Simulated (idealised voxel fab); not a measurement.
This is a process module. Its name is voxel gate over fins.
235 nm wide, 5 nm square cells: that's cross-section cut.
Each cross-section below is a grid of square cells, stated as bands in top-down order, with one or more rows of cells making up each band. Top, bottom (nm), then materials left to right with widths (nm); lone material tagged "throughout" fills the whole band edge to edge; "empty" = empty space. A quick word on heights: they are counted from 0, and under that level the wafer as it came to us is one material throughout. The lowest band is different from the rest in having no bottom; it simply continues downward, written as in "0 down". A two-number width, for instance "30..40", indicates that the width is equal to the first number in the top row of the band and to the second number in the bottom row, and that it changes by a constant amount per row of cells. "nothing different" for a step: no cell of the cross-section changed in that step. "Sealed internal cavities" means: voids of 8 cells or more that are shut off from the top with no open way through. Written width x height at distance, distance from the left edge, in nm. Post-settings text on a step line: simulator's own remark regarding the step. "overlay nm" denotes, for a step that has a mask, the displacement of the mask to the right of its planned place, with negative values corresponding to the left.
-- plan
1,RECEIVE: material Si
2,CONFORMAL_DEP: material SiN, thk nm 5
3,PATTERN: tone cover, mask id FINS, material resist, width nm 15, pitch nm 40, thk nm 15, overlay nm 0
4,DIRECTIONAL_ETCH: etch materials SiN, depth nm 5
5,DIRECTIONAL_ETCH: etch materials Si, depth nm 35
6,STRIP: etch materials resist
7,OXIDIZE: depth nm 5
8,FILL_DEP: material SiO2, thk nm 10
9,CMP: height nm 5
10,SELECTIVE_ETCH: etch materials SiO2, depth nm 15
11,STRIP: etch materials SiN
12,CONFORMAL_DEP: material HfO2, thk nm 5
13,CONFORMAL_DEP: material TiN, thk nm 5
14,CONFORMAL_DEP: material TiAl, thk nm 5
15,CONFORMAL_DEP: material TiN, thk nm 5
16,FILL_DEP: material W, thk nm 10
17,CMP: height nm 25
18,CONFORMAL_DEP: material SiCN, thk nm 5
-- The cross-section here shows the wafer as received, i.e. in its state after step 1
  0 down | Si throughout
  Sealed internal cavities: none
-- Module complete - cross-section of the first of two wafers, run according to plan
  30 to 25 | SiCN throughout
  25 to 20 | W throughout
  20 to 15 | 75 of W; 85 of TiN; 75 of W
  15 to 10 | 75 of W; 5 of TiN; 35 of TiAl; 5 of TiN; 35 of TiAl; 5 of TiN; 75 of W
  10 to 5 | 80 of TiN; 5 of TiAl; 25 of TiN; 5 of TiAl; 5 of TiN; 5 of TiAl; 25 of TiN; 5 of TiAl; 80 of TiN
  5 to 0 | 85 of TiAl; 5 of TiN; 15 of HfO2; 5 of TiN; 15 of TiAl; 5 of TiN; 15 of HfO2; 5 of TiN; 85 of TiAl
  0 to -5 | 90 of TiN; 5 of HfO2; 5 of Si; 5 of HfO2; 25 of TiN; 5 of HfO2; 5 of Si; 5 of HfO2; 90 of TiN
  -5 to -10 | 95 of HfO2; 5 of Si; 35 of HfO2; 5 of Si; 95 of HfO2
  -10 to -40 | 95 of SiO2; 5 of Si; 35 of SiO2; 5 of Si; 95 of SiO2
  -40 down | Si throughout
  Sealed internal cavities: none
-- Wafer two, sectioned after the module: the first wafer's start, the first wafer's plan, and one mistake in how it was run
  30 to 25 | SiCN throughout
  25 to 20 | 70 of W; 95 of TiN; 70 of W
  20 to 15 | 70 of W; 5 of TiN; 85 of TiAl; 5 of TiN; 70 of W
  15 to 10 | 70 of W; 5 of TiN; 5 of TiAl; 35 of TiN; 5 of TiAl; 35 of TiN; 5 of TiAl; 5 of TiN; 70 of W
  10 to 5 | 70 of W; 5 of TiN; 5 of TiAl; 5 of TiN; 25 of HfO2; 5 of TiN; 5 of TiAl; 5 of TiN; 25 of HfO2; 5 of TiN; 5 of TiAl; 5 of TiN; 70 of W
  5 to 0 | 70 of W; 5 of TiN; 5 of TiAl; 5 of TiN; 5 of HfO2; 15 of SiN; 5 of HfO2; 5 of TiN; 5 of TiAl; 5 of TiN; 5 of HfO2; 15 of SiN; 5 of HfO2; 5 of TiN; 5 of TiAl; 5 of TiN; 70 of W
  0 to -10 | 70 of W; 5 of TiN; 5 of TiAl; 5..10 of TiN; 10..5 of HfO2; 5 of Si; 10..5 of HfO2; 5..10 of TiN; 5 of TiAl; 5..10 of TiN; 10..5 of HfO2; 5 of Si; 10..5 of HfO2; 5..10 of TiN; 5 of TiAl; 5 of TiN; 70 of W
  -10 to -15 | 70 of W; 5 of TiN; 10 of TiAl; 5 of TiN; 5 of HfO2; 5 of Si; 5 of HfO2; 5 of TiN; 15 of TiAl; 5 of TiN; 5 of HfO2; 5 of Si; 5 of HfO2; 5 of TiN; 10 of TiAl; 5 of TiN; 70 of W
  -15 to -20 | 70 of W; 10 of TiN; 5 of TiAl; 5 of TiN; 5 of HfO2; 5 of Si; 5 of HfO2; 5 of TiN; 5 of TiAl; 5 of empty; 5 of TiAl; 5 of TiN; 5 of HfO2; 5 of Si; 5 of HfO2; 5 of TiN; 5 of TiAl; 10 of TiN; 70 of W
  -20 to -25 | 80 of TiN; 5 of TiAl; 5 of TiN; 5 of HfO2; 5 of Si; 5 of HfO2; 5 of TiN; 5 of TiAl; 5 of empty; 5 of TiAl; 5 of TiN; 5 of HfO2; 5 of Si; 5 of HfO2; 5 of TiN; 5 of TiAl; 80 of TiN
  -25 to -30 | 85 of TiAl; 5 of TiN; 5 of HfO2; 5 of Si; 5 of HfO2; 5 of TiN; 15 of TiAl; 5 of TiN; 5 of HfO2; 5 of Si; 5 of HfO2; 5 of TiN; 85 of TiAl
  -30 to -35 | 90 of TiN; 5 of HfO2; 5 of Si; 5 of HfO2; 25 of TiN; 5 of HfO2; 5 of Si; 5 of HfO2; 90 of TiN
  -35 to -40 | 95 of HfO2; 5 of Si; 35 of HfO2; 5 of Si; 95 of HfO2
  -40 down | Si throughout
  Sealed internal cavities: none
What broke from the plan during processing? planned and actual differ for step 11; actual: STRIP: etch materials SiO2
Heads up, by the end the second wafer has more or fewer cells of some materials compared to the first: HfO2: 36 more; SiN: 6 more; SiO2: 270 fewer; TiAl: 29 more; TiN: 52 more; W: 145 more
